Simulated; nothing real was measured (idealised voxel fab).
process module | voxel ribs on slabs
cross-section cut | 265 nm wide | cells 5 nm
A cross-section is a grid of square cells, given in bands from the top down. A band is one or more rows of cells.
Each band's line starts with the height of the band's top and of its bottom, in nm. Then come its materials from left to right, each with its width in nm. One material with "throughout" fills the band from edge to edge. "air" is empty space.
Height 0 is the level under which the wafer as received is all one material. The lowest band goes on downwards, as in "0 down".
A width such as "30 to 40" changes by the same amount from each row of cells to the next, from the band's top row to its bottom row.
"no change" after a step means that no cell of the cross-section changed.
closed voids: empty space of 8 cells or more with no open way to the top, each as width x height at its distance from the left edge, in nm
after a step's settings: what the simulator itself notes on the step
overlay nm, on a step with a mask: how far to the right of its planned place the mask lay; to the left if negative
plan
1 op RECEIVE | material Si
2 op DIRECTIONAL_DEP | material SiO2 | thk nm 30
3 op DIRECTIONAL_DEP | material polySi | thk nm 20
4 op DIRECTIONAL_DEP | material aC | thk nm 10
5 op PATTERN | tone cover | mask id RIB | material resist | width nm 25 | thk nm 25 | overlay nm 0
6 op DIRECTIONAL_ETCH | etch materials aC | depth nm 10
7 op STRIP | etch materials resist
8 op DIRECTIONAL_ETCH | etch materials polySi | depth nm 10
9 op STRIP | etch materials aC
10 op MASKED_ETCH | tone cover | mask id SLAB | width nm 85 | etch materials polySi | depth nm 10 | overlay nm 0
11 op FILL_DEP | material SiO2 | thk nm 30
12 op CMP | height nm 70
13 op DIRECTIONAL_DEP | material TiN | thk nm 5
14 op DIRECTIONAL_DEP | material aC | thk nm 10
15 op PATTERN | tone cover | mask id HEATER | material resist | width nm 35 | thk nm 30 | overlay nm 0
16 op DIRECTIONAL_ETCH | etch materials aC | depth nm 10
17 op STRIP | etch materials resist
18 op DIRECTIONAL_ETCH | etch materials TiN | depth nm 5
19 op STRIP | etch materials aC
20 op CONFORMAL_DEP | material SiN | thk nm 5
as received, after step 1
  0 down: Si throughout
  closed voids: none
a wafer at the end: this start, this plan, one mistake
  80 to 75: SiN throughout
  75 to 70: polySi throughout
  70 to 50: SiO2 throughout
  50 to 40: SiO2 120 | polySi 25 | SiO2 120
  40 to 30: SiO2 90 | polySi 85 | SiO2 90
  30 to 0: SiO2 throughout
  0 down: Si throughout
  closed voids: none
what went wrong: step 13 ran as: op DIRECTIONAL_DEP | material polySi | thk nm 5
